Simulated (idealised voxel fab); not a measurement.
process module | voxel self aligned contacts
cross-section cut | 265 nm wide | cells 5 nm
A cross-section is a grid of square cells, given in bands from the top down. A band is one or more rows of cells.
Each band's line starts with the height of the band's top and of its bottom, in nm. Then come its materials from left to right, each with its width in nm. One material with "throughout" fills the band from edge to edge. "air" is empty space.
Height 0 is the level under which the wafer as received is all one material. The lowest band goes on downwards, as in "0 down".
A width such as "30 to 40" changes by the same amount from each row of cells to the next, from the band's top row to its bottom row.
"no change" after a step means that no cell of the cross-section changed.
closed voids: empty space of 8 cells or more with no open way to the top, each as width x height at its distance from the left edge, in nm
after a step's settings: what the simulator itself notes on the step
overlay nm, on a step with a mask: how far to the right of its planned place the mask lay; to the left if negative
plan
1 op RECEIVE | material Si
2 op CONFORMAL_DEP | material SiO2 | thk nm 5
3 op DIRECTIONAL_DEP | material polySi | thk nm 25
4 op DIRECTIONAL_DEP | material SiN | thk nm 20
5 op PATTERN | tone cover | mask id GATE | material resist | width nm 30 | pitch nm 70 | thk nm 20 | overlay nm -15
6 op DIRECTIONAL_ETCH | etch materials SiN | depth nm 20
7 op DIRECTIONAL_ETCH | etch materials polySi | depth nm 25
8 op STRIP | etch materials resist
9 op CONFORMAL_DEP | material SiN | thk nm 10
10 op DIRECTIONAL_ETCH | etch materials SiN | depth nm 10
11 op FILL_DEP | material SiO2 | thk nm 15
12 op CMP | height nm 60
13 op MASKED_ETCH | tone open | mask id CONTACT | width nm 50 | pitch nm 70 | etch materials SiO2 | depth nm 60 | overlay nm 0
14 op CONFORMAL_DEP | material TiN | thk nm 5
15 op FILL_DEP | material Ru | thk nm 10
16 op CMP | height nm 60
17 op CONFORMAL_DEP | material SiN | thk nm 5
varied across the wafers: overlay nm of step 5. The plan shows the first wafer's value. All wafers start alike
first wafer as received, after step 1
  0 down: Si throughout
  closed voids: none
first wafer at the end, after step 17
  65 to 60: SiN throughout
  60 to 50: SiO2 70 | TiN 5 | Ru 40 to 10 | TiN 5 to 35 | SiO2 20 | TiN 5 | Ru 40 to 10 | TiN 5 to 35 | SiO2 75
  50 to 30: SiO2 20 | SiN 50 | TiN 5 | Ru 10 | TiN 5 | SiN 50 | TiN 5 | Ru 10 | TiN 5 | SiN 50 | SiO2 55
  30 to 5: SiO2 20 | SiN 10 | polySi 30 | SiN 10 | TiN 5 | Ru 10 | TiN 5 | SiN 10 | polySi 30 | SiN 10 | TiN 5 | Ru 10 | TiN 5 | SiN 10 | polySi 30 | SiN 10 | SiO2 55
  5 to 0: SiO2 70 | TiN 20 | SiO2 50 | TiN 20 | SiO2 105
  0 down: Si throughout
  closed voids: none
last wafer at the end
  65 to 60: SiN throughout
  60 to 50: SiO2 70 | TiN 5 to 35 | Ru 40 to 10 | TiN 5 | SiO2 20 | TiN 5 to 35 | Ru 40 to 10 | TiN 5 | SiO2 75
  50 to 30: SiO2 50 | SiN 50 | TiN 5 | Ru 10 | TiN 5 | SiN 50 | TiN 5 | Ru 10 | TiN 5 | SiN 50 | SiO2 25
  30 to 5: SiO2 50 | SiN 10 | polySi 30 | SiN 10 | TiN 5 | Ru 10 | TiN 5 | SiN 10 | polySi 30 | SiN 10 | TiN 5 | Ru 10 | TiN 5 | SiN 10 | polySi 30 | SiN 10 | SiO2 25
  5 to 0: SiO2 100 | TiN 20 | SiO2 50 | TiN 20 | SiO2 75
  0 down: Si throughout
  closed voids: none
each wafer at the end: cells of each material gained (+) or lost (-) since it was received, then its closed voids
overlay nm -15 | +56 Ru | +233 SiN | +246 SiO2 | +64 TiN | +90 polySi | closed voids: none
overlay nm -10 | +56 Ru | +233 SiN | +246 SiO2 | +64 TiN | +90 polySi | closed voids: none
overlay nm -5 | +56 Ru | +233 SiN | +246 SiO2 | +64 TiN | +90 polySi | closed voids: none
overlay nm 0 | +56 Ru | +233 SiN | +246 SiO2 | +64 TiN | +90 polySi | closed voids: none
overlay nm 5 | +56 Ru | +233 SiN | +246 SiO2 | +64 TiN | +90 polySi | closed voids: none
overlay nm 10 | +56 Ru | +233 SiN | +246 SiO2 | +64 TiN | +90 polySi | closed voids: none
overlay nm 15 | +56 Ru | +233 SiN | +246 SiO2 | +64 TiN | +90 polySi | closed voids: none
